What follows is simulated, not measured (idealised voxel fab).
Presented below is a process module, voxel lift off.
Displayed cross-section: cut, width of 180 nm, square cells sized 5 nm.
Bands, listed from the top down, are how a cross-section gets written in this document; the cross-section itself is a grid of square cells, and a band is one or more rows of them. In this notation a band is specified by the heights of its top and bottom, in that order and in nm, after which its materials appear from left to right, each paired with its width in nm. The word "full width" attached to a single material means that material fills the band from edge to edge; the word "empty" stands for empty space. Convention: height 0 is the level below which the wafer, as received, is all one material. The lowest band does not terminate at the bottom but continues downward, represented as "0 and below". When a width is written as two numbers, as in "30 to 40", the first number is the width in the top row of cells of the band and the second is the width in its bottom row, and the width changes by the same amount from each row to the next. Reading "all unchanged" for a step: not a cell of the cross-section changed in it. Enclosed voids (no open way to top), threshold 8 cells or more, entry "Enclosed cavity list", notation width x height at distance, distance from left edge, nm. It should be noted that, on the line of a given step, the content following the step's settings is a remark produced by the simulator itself with respect to that step. Steps that use a mask can have "overlay nm" on their line. It says how far the mask sat to the right of where it was meant to be. Negative means to the left.
Set out below are the planned steps of the process
1 op RECEIVE | material Si
2 op CONFORMAL_DEP | material SiN | thk nm 5
3 op PATTERN | tone open | mask id LINES | material resist | width nm 30 | pitch nm 45 | thk nm 20 | overlay nm 0
4 op DIRECTIONAL_DEP | material Ru | thk nm 10
5 op STRIP | etch materials resist
6 op CONFORMAL_DEP | material SiCN | thk nm 5
Wafer, first of two, run as planned
Received-state cross-section, reflecting completion of step 1
  0 and below: Si full width
  Enclosed cavity list: none
The wafer in cross-section once step 2 is complete
  5 down to 0: SiN full width
  Under the height 0 nothing was changed.
The wafer in cross-section once step 3 is complete
  25 down to 5: resist: 30 / empty: 30 / resist: 15 / empty: 30 / resist: 15 / empty: 30 / resist: 30
  Under the height 5 nothing was changed.
The wafer in cross-section once step 4 is complete
  35 down to 25: Ru: 30 / empty: 30 / Ru: 15 / empty: 30 / Ru: 15 / empty: 30 / Ru: 30
  25 down to 15: resist: 30 / empty: 30 / resist: 15 / empty: 30 / resist: 15 / empty: 30 / resist: 30
  15 down to 5: resist: 30 / Ru: 30 / resist: 15 / Ru: 30 / resist: 15 / Ru: 30 / resist: 30
  Under the height 5 nothing was changed.
The wafer in cross-section once step 5 is complete
  15 down to 5: empty: 30 / Ru: 30 / empty: 15 / Ru: 30 / empty: 15 / Ru: 30 / empty: 30
  Under the height 5 nothing was changed.
The wafer in cross-section once step 6 is complete
  20 down to 15: empty: 25 / SiCN: 40 / empty: 5 / SiCN: 40 / empty: 5 / SiCN: 40 / empty: 25
  15 down to 10: empty: 25 / SiCN: 5 / Ru: 30 / SiCN: 5 / empty: 5 / SiCN: 5 / Ru: 30 / SiCN: 5 / empty: 5 / SiCN: 5 / Ru: 30 / SiCN: 5 / empty: 25
  10 down to 5: SiCN: 30 / Ru: 30 / SiCN: 15 / Ru: 30 / SiCN: 15 / Ru: 30 / SiCN: 30
  Under the height 5 nothing was changed.
The remaining wafer, second of the two, started like the first and was run to the same plan, except that one mistake was made along the way; the two coincide through step 2, inclusive
The second wafer in cross-section, at the planned close of step 3
  25 down to 5: empty: 30 / resist: 30 / empty: 15 / resist: 30 / empty: 15 / resist: 30 / empty: 30
  Under the height 5 nothing was changed.
The second wafer in cross-section, at the planned close of step 4
  35 down to 25: empty: 30 / Ru: 30 / empty: 15 / Ru: 30 / empty: 15 / Ru: 30 / empty: 30
  25 down to 15: empty: 30 / resist: 30 / empty: 15 / resist: 30 / empty: 15 / resist: 30 / empty: 30
  15 down to 5: Ru: 30 / resist: 30 / Ru: 15 / resist: 30 / Ru: 15 / resist: 30 / Ru: 30
  Under the height 5 nothing was changed.
The second wafer in cross-section, at the planned close of step 5
  15 down to 5: Ru: 30 / empty: 30 / Ru: 15 / empty: 30 / Ru: 15 / empty: 30 / Ru: 30
  Under the height 5 nothing was changed.
The second wafer in cross-section, at the planned close of step 6
  20 down to 15: SiCN: 35 / empty: 20 / SiCN: 25 / empty: 20 / SiCN: 25 / empty: 20 / SiCN: 35
  15 down to 10: Ru: 30 / SiCN: 5 / empty: 20 / SiCN: 5 / Ru: 15 / SiCN: 5 / empty: 20 / SiCN: 5 / Ru: 15 / SiCN: 5 / empty: 20 / SiCN: 5 / Ru: 30
  10 down to 5: Ru: 30 / SiCN: 30 / Ru: 15 / SiCN: 30 / Ru: 15 / SiCN: 30 / Ru: 30
  Under the height 5 nothing was changed.
What was done differently from what was planned? in deviation from the planned setting, step 3 was conducted as op PATTERN | tone cover | mask id LINES | material resist | width nm 30 | pitch nm 45 | thk nm 20 | overlay nm 0
When the process is done, the second wafer contains the same cell count of every material as the first wafer, but distributed over other locations.
